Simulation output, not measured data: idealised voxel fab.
Title: Process Module voxel air gaps
Displayed cross-section: cut, width of 285 nm, square cells sized 5 nm.
Cross-section format: a grid of square cells, given as bands from top to bottom; each band is one or more rows of cells. First you get the band's top height and its bottom height, in nm, and then the materials it's made of, left to right, with each width in nm. If you see a single material with "throughout", that one covers the band edge to edge. "empty" is empty space. Measure heights from 0. That's the level where, below it, the as-received wafer is all one material. The lowest band is bottomless and extends downward; write it as in "z 0 and below". Per-row width for "30 to 40": begins at first number (top row of band), ends at second number (bottom row), increment between rows held constant. Reading "same as before" for a step: not a cell of the cross-section changed in it. The label "Enclosed internal cavities" introduces a list of the empty spaces, 8 cells or larger, that have no open way up to the top; each entry in it reads width x height at distance, where the distance is taken from the left edge and all three are stated in nm. after a step's settings: what the simulator itself notes on the step. What "overlay nm" on a step's line means: if the step has a mask, that mask lay this far to the right of its planned place, or, when the value is negative, to the left.

### Process steps (planned)
1: RECEIVE (material Si)
2: CONFORMAL_DEP (material SiO2; thk nm 15)
3: CONFORMAL_DEP (material SiN; thk nm 5)
4: DIRECTIONAL_DEP (material lowk; thk nm 30)
5: MASKED_ETCH (tone open; mask id LINES; width nm 20; pitch nm 50; etch materials lowk; depth nm 30; overlay nm -15)
6: CONFORMAL_DEP (material TiN; thk nm 5)
7: FILL_DEP (material Cu; thk nm 10)
8: CMP (height nm 50)
9: EPI (material Ru; thk nm 10)
10: SELECTIVE_ETCH (etch materials lowk; depth nm 40)
11: CONFORMAL_DEP (material SiCN; thk nm 5)
Quick note for whoever runs this: the wafers start identical, but the overlay nm at step 5 isn't the same across them. The plan just shows what the first wafer had.

### As received, i.e. after step 1: cross-section through the first of several wafers
> z 0 and below = Si throughout
> Enclosed internal cavities: none

### Wafer rows, end of module: cells per material gained (+) or lost (-) since receipt; closed voids last
overlay nm -15, +40 Cu, +64 Ru, +153 SiCN, +57 SiN, +171 SiO2, +56 TiN, Enclosed internal cavities: 20 x 20 at 65; 20 x 20 at 115; 20 x 20 at 165
overlay nm -10, +40 Cu, +64 Ru, +153 SiCN, +57 SiN, +171 SiO2, +56 TiN, Enclosed internal cavities: 20 x 20 at 70; 20 x 20 at 120; 20 x 20 at 170
overlay nm -5, +40 Cu, +64 Ru, +153 SiCN, +57 SiN, +171 SiO2, +56 TiN, Enclosed internal cavities: 20 x 20 at 75; 20 x 20 at 125; 20 x 20 at 175
overlay nm 0, +40 Cu, +64 Ru, +153 SiCN, +57 SiN, +171 SiO2, +56 TiN, Enclosed internal cavities: 20 x 20 at 80; 20 x 20 at 130; 20 x 20 at 180
overlay nm 5, +40 Cu, +64 Ru, +153 SiCN, +57 SiN, +171 SiO2, +56 TiN, Enclosed internal cavities: 20 x 20 at 85; 20 x 20 at 135; 20 x 20 at 185
overlay nm 10, +40 Cu, +64 Ru, +153 SiCN, +57 SiN, +171 SiO2, +56 TiN, Enclosed internal cavities: 20 x 20 at 90; 20 x 20 at 140; 20 x 20 at 190
overlay nm 15, +40 Cu, +64 Ru, +153 SiCN, +57 SiN, +171 SiO2, +56 TiN, Enclosed internal cavities: 20 x 20 at 95; 20 x 20 at 145; 20 x 20 at 195
